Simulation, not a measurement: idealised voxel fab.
Title: Process Module voxel released beams
Section cut is 240 nm wide and gridded with 5 nm square cells.
When this document writes out a cross-section, it uses a grid of square cells and lists it as bands, beginning at the top and moving down, with a band standing for one or more rows of cells. Band: top and bottom heights (nm) first, top before bottom; then materials from left to right, widths in nm. "throughout" marks a sole material filling the band edge to edge. "air" denotes empty space. Heights are measured from 0, the level below which the as-received wafer is all one material; the lowest band has no bottom and continues downward, written as in "from 0 down". The notation "30 to 40" denotes a width that varies across the rows of cells in the band, beginning at the first number in the top row, finishing at the second number in the bottom row, and changing by an identical amount from each row to the next. No cell of the cross-section changed in a step that is given as "left unchanged". Closed empty spaces (no open way to the top) of 8 cells or more are what "Trapped void list" lists, each as width x height at distance from the left edge, nm for all three. It should be noted that, on the line of a given step, the content following the step's settings is a remark produced by the simulator itself with respect to that step. The "overlay nm" setting may appear on a step's line; for a step that uses a mask, it gives how far to the right of its planned position the mask lay, and a negative value indicates the left.
Here's what the planned process steps look like:
1) RECEIVE (material Si)
2) CONFORMAL_DEP (material SiN; thk nm 5)
3) DIRECTIONAL_DEP (material SiO2; thk nm 15)
4) PATTERN (tone open; mask id ANCHOR; material resist; width nm 40; thk nm 15; overlay nm 0)
5) DIRECTIONAL_ETCH (etch materials SiO2; depth nm 15)
6) STRIP (etch materials resist)
7) CONFORMAL_DEP (material TiN; thk nm 15)
8) MASKED_ETCH (tone cover; mask id BEAM; width nm 75; etch materials TiN; depth nm 15; overlay nm 0)
9) STRIP (etch materials SiO2)
Wafer-to-wafer difference: width nm, step 8. Common start. Plan = first wafer's value.
The first of several wafers in cross-section, exactly as it reached us after step 1:
  from 0 down  Si throughout
  Trapped void list: none
Wafer rows, end of module: cells per material gained (+) or lost (-) since receipt; closed voids last:
width nm 75; +48 SiN; +63 TiN; Trapped void list: none
width nm 80; +48 SiN; +66 TiN; Trapped void list: none
width nm 85; +48 SiN; +69 TiN; Trapped void list: none
width nm 90; +48 SiN; +72 TiN; Trapped void list: none
width nm 95; +48 SiN; +75 TiN; Trapped void list: none
width nm 100; +48 SiN; +78 TiN; Trapped void list: none
